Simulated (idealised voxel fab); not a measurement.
Process module in this document: voxel self aligned vias
Xsec cut, 290 nm wide, square cell size 5 nm.
Cross-section = grid of square cells, listed top down in bands; band = one or more rows.
The band entry comprises the height of the band's top followed by the height of its bottom, expressed in nm, and subsequently the band's materials from left to right, each stated together with its width in nm. Where a single material is marked with the word "throughout", that material fills the band from edge to edge. The word "air" represents empty space.
Heads up on the height convention: 0 is the point under which the incoming wafer is all one material, and the lowest band has no bottom, it just keeps going down, like "0 -> down".
The width entry "30 to 40" should be interpreted row by row: the top row of cells in the band takes the first number, the bottom row takes the second number, and the change between adjacent rows is uniform throughout.
Reading "all unchanged" for a step: not a cell of the cross-section changed in it.
Heads up: "Completely enclosed voids" only lists the empty pockets with no open path to the top that are 8 cells or more, and it writes them as width x height at distance, distance from the left edge, in nm.
What comes after the settings on a step's line is commentary from the simulator itself on that step.
You can add "overlay nm" to a step's line. For a step with a mask, it describes how far the mask lay to the right of its planned position, and a negative number describes a lay to the left.
# Listed below are the process steps as planned
| 1 | RECEIVE: material Si |
| 2 | CONFORMAL_DEP: material SiO2, thk nm 10 |
| 3 | CONFORMAL_DEP: material SiCN, thk nm 5 |
| 4 | DIRECTIONAL_DEP: material lowk, thk nm 25 |
| 5 | MASKED_ETCH: tone open, mask id LINES, width nm 25, pitch nm 65, etch materials lowk, depth nm 25, overlay nm 0 |
| 6 | CONFORMAL_DEP: material TiN, thk nm 5 |
| 7 | FILL_DEP: material Ru, thk nm 5 |
| 8 | CMP: height nm 40 |
| 9 | SELECTIVE_ETCH: etch materials W Ru TiN, depth nm 10 |
| 10 | FILL_DEP: material SiN, thk nm 10 |
| 11 | CMP: height nm 40 |
| 12 | DIRECTIONAL_DEP: material lowk, thk nm 20 |
| 13 | MASKED_ETCH: tone open, mask id VIAS, width nm 45, etch materials lowk, depth nm 20, overlay nm 0 |
| 14 | MASKED_ETCH: tone open, mask id VIAS, width nm 45, etch materials SiN, depth nm 10, overlay nm 0 |
| 15 | CONFORMAL_DEP: material TiN, thk nm 5 |
| 16 | FILL_DEP: material Ru, thk nm 10 |
| 17 | CMP: height nm 60 |
| 18 | CONFORMAL_DEP: material SiCN, thk nm 5 |
# As-received state of the wafer in cross-section, equivalent to post-step 1
* 0 -> down: Si throughout
* Completely enclosed voids: none
# Cross-section at module end, one run error; start and plan unchanged from above
* 65 -> 60: SiCN throughout
* 60 -> 45: 90 lowk | 5 TiN | 35 Ru | 5 TiN | 155 lowk
* 45 -> 40: 90 lowk | 45 TiN | 155 lowk
* 40 -> 30: 90 SiN | 10 TiN | 25 lowk | 10 TiN | 30 SiN | 25 lowk | 100 SiN
* 30 -> 20: 95 Ru | 5 TiN | 25 lowk | 5 TiN | 30 Ru | 5 TiN | 25 lowk | 5 TiN | 95 Ru
* 20 -> 15: 100 TiN | 25 lowk | 40 TiN | 25 lowk | 100 TiN
* 15 -> 10: SiCN throughout
* 10 -> 0: SiO2 throughout
* 0 -> down: Si throughout
* Completely enclosed voids: none
Finding, execution versus plan: the process deviated at step 5: the operation and settings actually run there were MASKED_ETCH: tone cover, mask id LINES, width nm 25, pitch nm 65, etch materials lowk, depth nm 25, overlay nm 0
